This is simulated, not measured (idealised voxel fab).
process module | voxel capacitor over wiring
cross-section cut | 270 nm wide | cells 5 nm
A cross-section is a grid of square cells, given in bands from the top down. A band is one or more rows of cells.
Each band's line starts with the height of the band's top and of its bottom, in nm. Then come its materials from left to right, each with its width in nm. One material with "throughout" fills the band from edge to edge. "air" is empty space.
Height 0 is the level under which the wafer as received is all one material. The lowest band goes on downwards, as in "0 down".
A width such as "30 to 40" changes by the same amount from each row of cells to the next, from the band's top row to its bottom row.
"no change" after a step means that no cell of the cross-section changed.
closed voids: empty space of 8 cells or more with no open way to the top, each as width x height at its distance from the left edge, in nm
after a step's settings: what the simulator itself notes on the step
overlay nm, on a step with a mask: how far to the right of its planned place the mask lay; to the left if negative
plan
1 op RECEIVE | material Si
2 op CONFORMAL_DEP | material SiO2 | thk nm 15
3 op CONFORMAL_DEP | material SiCN | thk nm 5
4 op DIRECTIONAL_DEP | material SiO2 | thk nm 25
5 op MASKED_ETCH | tone open | mask id METAL_1 | width nm 20 | pitch nm 90 | etch materials SiO2 | depth nm 25 | overlay nm 0
6 op MASKED_ETCH | tone open | mask id METAL_1 | width nm 20 | pitch nm 90 | etch materials SiCN | depth nm 5 | overlay nm 0
7 op CONFORMAL_DEP | material TiN | thk nm 5
8 op FILL_DEP | material Cu | thk nm 10
9 op CMP | height nm 45
10 op EPI | material Ru | thk nm 5
11 op FILL_DEP | material SiCN | thk nm 5
12 op DIRECTIONAL_DEP | material lowk | thk nm 10
13 op MASKED_ETCH | tone open | mask id PLUG_1 | width nm 15 | etch materials lowk | depth nm 10 | overlay nm 0
14 op MASKED_ETCH | tone open | mask id PLUG_1 | width nm 15 | etch materials SiCN | depth nm 5 | overlay nm 0
15 op CONFORMAL_DEP | material TiN | thk nm 5
16 op FILL_DEP | material W | thk nm 10
17 op CMP | height nm 65
18 op DIRECTIONAL_DEP | material TiN | thk nm 5
19 op DIRECTIONAL_DEP | material HfO2 | thk nm 5
20 op DIRECTIONAL_DEP | material TiN | thk nm 10
21 op MASKED_ETCH | tone cover | mask id UPPER_PLATE | width nm 75 | etch materials TiN | depth nm 10 | overlay nm 0
22 op MASKED_ETCH | tone cover | mask id UPPER_PLATE | width nm 75 | etch materials HfO2 | depth nm 5 | overlay nm 0
23 op MASKED_ETCH | tone cover | mask id LOWER_PLATE | width nm 85 | etch materials TiN | depth nm 5 | overlay nm 0
24 op FILL_DEP | material SiO2 | thk nm 20
25 op CMP | height nm 100
26 op MASKED_ETCH | tone open | mask id PLUG_2 | width nm 15 | etch materials SiO2 | depth nm 15 | overlay nm 0
27 op CONFORMAL_DEP | material TiN | thk nm 5
28 op FILL_DEP | material W | thk nm 10
29 op CMP | height nm 100
30 op CONFORMAL_DEP | material SiCN | thk nm 5
as received, after step 1
  0 down: Si throughout
  closed voids: none
a wafer at the end: this start, this plan, one mistake
  105 to 100: SiCN throughout
  100 to 95: SiO2 95 | TiN 15 | SiO2 160
  95 to 85: SiO2 85 | TiN 75 | SiO2 110
  85 to 80: SiO2 85 | HfO2 75 | SiO2 110
  80 to 75: SiO2 80 | TiN 85 | SiO2 105
  75 to 70: W throughout
  70 to 65: TiN 90 | W 5 | TiN 175
  65 to 55: lowk 85 | TiN 5 | W 5 | TiN 5 | lowk 170
  55 to 50: SiCN 85 | TiN 15 | SiCN 170
  50 to 45: SiCN 75 | Ru 30 | SiCN 60 | Ru 30 | SiCN 75
  45 to 20: SiO2 80 | TiN 5 | Cu 10 | TiN 5 | SiO2 70 | TiN 5 | Cu 10 | TiN 5 | SiO2 80
  20 to 15: SiCN 80 | TiN 20 | SiCN 70 | TiN 20 | SiCN 80
  15 to 0: SiO2 throughout
  0 down: Si throughout
  closed voids: none
what went wrong: step 17 ran as: op CMP | height nm 75
